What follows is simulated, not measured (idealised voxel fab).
This section sets out a process module, namely voxel ribs on slabs.
Square cells of 5 nm make up the cross-section cut, whose width is 300 nm.
Format of a cross-section: grid, square cells. Given as bands. Order: top down. Band: one or more rows of cells. What a band's entry tells you: where the top is and where the bottom is, as heights in nm, and after that what lies inside, material by material from left to right, each with its width in nm. Empty space is written as the word "air", and a single material marked with the word "full width" occupies the band from edge to edge. Height datum 0, below which the as-received substrate wafer is one material. Lowest band open at the bottom, running downward: "0 and below". So if you see something like "30..40" for the width, read it as the top row of the band sitting at the first number and the bottom row at the second, with every row in between moving by the same amount as the last. "no alterations made" for a step: no cell of the cross-section changed in that step. Reported under the label "Voids lacking openings" are the empty spaces having no open way to the top and comprising 8 cells or more; the notation for each is width x height at distance, in which the distance is measured from the left edge and all three values are in nm. Anything after a step's settings on that line? It's the simulator's own note about the step. The line of a step may include "overlay nm". On a step with a mask, this value is how far to the right of its planned place the mask lay. A negative value means the mask lay to the left.
THE STEPS PLANNED FOR THE PROCESS ARE AS FOLLOWS
1,RECEIVE,material Si
2,DIRECTIONAL_DEP,material SiO2,thk nm 20
3,DIRECTIONAL_DEP,material SiN,thk nm 25
4,DIRECTIONAL_DEP,material aC,thk nm 15
5,PATTERN,tone cover,mask id RIB,material resist,width nm 15,thk nm 30,overlay nm 0
6,DIRECTIONAL_ETCH,etch materials aC,depth nm 15
7,STRIP,etch materials resist
8,DIRECTIONAL_ETCH,etch materials SiN,depth nm 10
9,STRIP,etch materials aC
10,DIRECTIONAL_DEP,material aC,thk nm 10
11,PATTERN,tone cover,mask id SLAB,material resist,width nm 55,thk nm 30,overlay nm 0
12,DIRECTIONAL_ETCH,etch materials aC,depth nm 10
13,STRIP,etch materials resist
14,DIRECTIONAL_ETCH,etch materials SiN,depth nm 15
15,STRIP,etch materials aC
16,FILL_DEP,material SiO2,thk nm 20
17,CMP,height nm 55
18,DIRECTIONAL_DEP,material W,thk nm 5
19,DIRECTIONAL_DEP,material aC,thk nm 10
20,PATTERN,tone cover,mask id HEATER,material resist,width nm 25,thk nm 30,overlay nm 0
21,DIRECTIONAL_ETCH,etch materials aC,depth nm 10
22,STRIP,etch materials resist
23,DIRECTIONAL_ETCH,etch materials W,depth nm 5
24,STRIP,etch materials aC
25,CONFORMAL_DEP,material SiO2,thk nm 10
FIRST OF TWO WAFERS: RUN AS PLANNED
CROSS-SECTION, INCOMING MATERIAL, AFTER STEP 1
	0 and below = Si full width
	Voids lacking openings: none
STEP 2 DONE - WAFER CROSS-SECTION
	20 down to 0 = SiO2 full width
	Below 0, the layers are the same as they were.
STEP 3 DONE - WAFER CROSS-SECTION
	45 down to 20 = SiN full width
	Below 20, the layers are the same as they were.
STEP 4 DONE - WAFER CROSS-SECTION
	60 down to 45 = aC full width
	Below 45, the layers are the same as they were.
STEP 5 DONE - WAFER CROSS-SECTION
	90 down to 60 = 140 air / 15 resist / 145 air
	Below 60, the layers are the same as they were.
STEP 6 DONE - WAFER CROSS-SECTION
	75 down to 60 = 140 air / 15 resist / 145 air
	60 down to 45 = 140 air / 15 aC / 145 air
	Below 45, the layers are the same as they were.
STEP 7 DONE - WAFER CROSS-SECTION
	60 down to 45 = 140 air / 15 aC / 145 air
	Below 45, the layers are the same as they were.
STEP 8 DONE - WAFER CROSS-SECTION
	60 down to 45 = 140 air / 15 aC / 145 air
	45 down to 35 = 140 air / 15 SiN / 145 air
	Below 35, the layers are the same as they were.
STEP 9 DONE - WAFER CROSS-SECTION
	45 down to 35 = 140 air / 15 SiN / 145 air
	Below 35, the layers are the same as they were.
STEP 10 DONE - WAFER CROSS-SECTION
	55 down to 45 = 140 air / 15 aC / 145 air
	45 down to 35 = 140 aC / 15 SiN / 145 aC
	Below 35, the layers are the same as they were.
STEP 11 DONE - WAFER CROSS-SECTION
	85 down to 55 = 120 air / 55 resist / 125 air
	55 down to 45 = 120 air / 20 resist / 15 aC / 20 resist / 125 air
	Below 45, the layers are the same as they were.
STEP 12 DONE - WAFER CROSS-SECTION
	75 down to 55 = 120 air / 55 resist / 125 air
	55 down to 45 = 120 air / 20 resist / 15 aC / 20 resist / 125 air
	45 down to 35 = 120 air / 20 aC / 15 SiN / 20 aC / 125 air
	Below 35, the layers are the same as they were.
STEP 13 DONE - WAFER CROSS-SECTION
	55 down to 45 = 140 air / 15 aC / 145 air
	Below 45, the layers are the same as they were.
STEP 14 DONE - WAFER CROSS-SECTION
	55 down to 45 = 140 air / 15 aC / 145 air
	45 down to 35 = 120 air / 20 aC / 15 SiN / 20 aC / 125 air
	35 down to 20 = 120 air / 55 SiN / 125 air
	Below 20, the layers are the same as they were.
STEP 15 DONE - WAFER CROSS-SECTION
	45 down to 35 = 140 air / 15 SiN / 145 air
	Below 35, the layers are the same as they were.
STEP 16 DONE - WAFER CROSS-SECTION
	65 down to 45 = SiO2 full width
	45 down to 35 = 140 SiO2 / 15 SiN / 145 SiO2
	35 down to 20 = 120 SiO2 / 55 SiN / 125 SiO2
	Below 20, the layers are the same as they were.
STEP 17 DONE - WAFER CROSS-SECTION
	55 down to 45 = SiO2 full width
	Below 45, the layers are the same as they were.
STEP 18 DONE - WAFER CROSS-SECTION
	60 down to 55 = W full width
	Below 55, the layers are the same as they were.
STEP 19 DONE - WAFER CROSS-SECTION
	70 down to 60 = aC full width
	Below 60, the layers are the same as they were.
STEP 20 DONE - WAFER CROSS-SECTION
	100 down to 70 = 135 air / 25 resist / 140 air
	Below 70, the layers are the same as they were.
STEP 21 DONE - WAFER CROSS-SECTION
	90 down to 70 = 135 air / 25 resist / 140 air
	70 down to 60 = 135 air / 25 aC / 140 air
	Below 60, the layers are the same as they were.
STEP 22 DONE - WAFER CROSS-SECTION
	70 down to 60 = 135 air / 25 aC / 140 air
	Below 60, the layers are the same as they were.
STEP 23 DONE - WAFER CROSS-SECTION
	70 down to 60 = 135 air / 25 aC / 140 air
	60 down to 55 = 135 air / 25 W / 140 air
	Below 55, the layers are the same as they were.
STEP 24 DONE - WAFER CROSS-SECTION
	60 down to 55 = 135 air / 25 W / 140 air
	Below 55, the layers are the same as they were.
STEP 25 DONE - WAFER CROSS-SECTION
	70 down to 65 = 125 air / 45 SiO2 / 130 air
	65 down to 60 = SiO2 full width
	60 down to 55 = 135 SiO2 / 25 W / 140 SiO2
	Below 55, the layers are the same as they were.
WAFER TWO OF THE PAIR: SAME ORIGIN, SAME PLAN, ONE ERROR DURING THE RUN; IDENTICAL TO WAFER ONE UP TO AND INCLUDING STEP 10
CROSS-SECTION: SECOND WAFER, TIME AT WHICH STEP 11 WAS SCHEDULED TO END
	85 down to 55 = 110 air / 55 resist / 135 air
	55 down to 45 = 110 air / 30 resist / 15 aC / 10 resist / 135 air
	Below 45, the layers are the same as they were.
CROSS-SECTION: SECOND WAFER, TIME AT WHICH STEP 12 WAS SCHEDULED TO END
	75 down to 55 = 110 air / 55 resist / 135 air
	55 down to 45 = 110 air / 30 resist / 15 aC / 10 resist / 135 air
	45 down to 35 = 110 air / 30 aC / 15 SiN / 10 aC / 135 air
	Below 35, the layers are the same as they were.
CROSS-SECTION: SECOND WAFER, TIME AT WHICH STEP 13 WAS SCHEDULED TO END
	55 down to 45 = 140 air / 15 aC / 145 air
	Below 45, the layers are the same as they were.
CROSS-SECTION: SECOND WAFER, TIME AT WHICH STEP 14 WAS SCHEDULED TO END
	55 down to 45 = 140 air / 15 aC / 145 air
	45 down to 35 = 110 air / 30 aC / 15 SiN / 10 aC / 135 air
	35 down to 20 = 110 air / 55 SiN / 135 air
	Below 20, the layers are the same as they were.
CROSS-SECTION: SECOND WAFER, TIME AT WHICH STEP 15 WAS SCHEDULED TO END
	45 down to 35 = 140 air / 15 SiN / 145 air
	Below 35, the layers are the same as they were.
CROSS-SECTION: SECOND WAFER, TIME AT WHICH STEP 16 WAS SCHEDULED TO END
	65 down to 45 = SiO2 full width
	45 down to 35 = 140 SiO2 / 15 SiN / 145 SiO2
	35 down to 20 = 110 SiO2 / 55 SiN / 135 SiO2
	Below 20, the layers are the same as they were.
CROSS-SECTION: SECOND WAFER, TIME AT WHICH STEP 17 WAS SCHEDULED TO END
	55 down to 45 = SiO2 full width
	Below 45, the layers are the same as they were.
CROSS-SECTION: SECOND WAFER, TIME AT WHICH STEP 18 WAS SCHEDULED TO END
	60 down to 55 = W full width
	Below 55, the layers are the same as they were.
CROSS-SECTION: SECOND WAFER, TIME AT WHICH STEP 19 WAS SCHEDULED TO END
	70 down to 60 = aC full width
	Below 60, the layers are the same as they were.
CROSS-SECTION: SECOND WAFER, TIME AT WHICH STEP 20 WAS SCHEDULED TO END
	100 down to 70 = 135 air / 25 resist / 140 air
	Below 70, the layers are the same as they were.
CROSS-SECTION: SECOND WAFER, TIME AT WHICH STEP 21 WAS SCHEDULED TO END
	90 down to 70 = 135 air / 25 resist / 140 air
	70 down to 60 = 135 air / 25 aC / 140 air
	Below 60, the layers are the same as they were.
CROSS-SECTION: SECOND WAFER, TIME AT WHICH STEP 22 WAS SCHEDULED TO END
	70 down to 60 = 135 air / 25 aC / 140 air
	Below 60, the layers are the same as they were.
CROSS-SECTION: SECOND WAFER, TIME AT WHICH STEP 23 WAS SCHEDULED TO END
	70 down to 60 = 135 air / 25 aC / 140 air
	60 down to 55 = 135 air / 25 W / 140 air
	Below 55, the layers are the same as they were.
CROSS-SECTION: SECOND WAFER, TIME AT WHICH STEP 24 WAS SCHEDULED TO END
	60 down to 55 = 135 air / 25 W / 140 air
	Below 55, the layers are the same as they were.
CROSS-SECTION: SECOND WAFER, TIME AT WHICH STEP 25 WAS SCHEDULED TO END
	70 down to 65 = 125 air / 45 SiO2 / 130 air
	65 down to 60 = SiO2 full width
	60 down to 55 = 135 SiO2 / 25 W / 140 SiO2
	Below 55, the layers are the same as they were.
what went wrong: contrary to plan, step 11 was performed as PATTERN,tone cover,mask id SLAB,material resist,width nm 55,thk nm 30,overlay nm -10
Same inventory, different map: at the end, the second wafer holds as many cells of each material as the first, placed elsewhere.
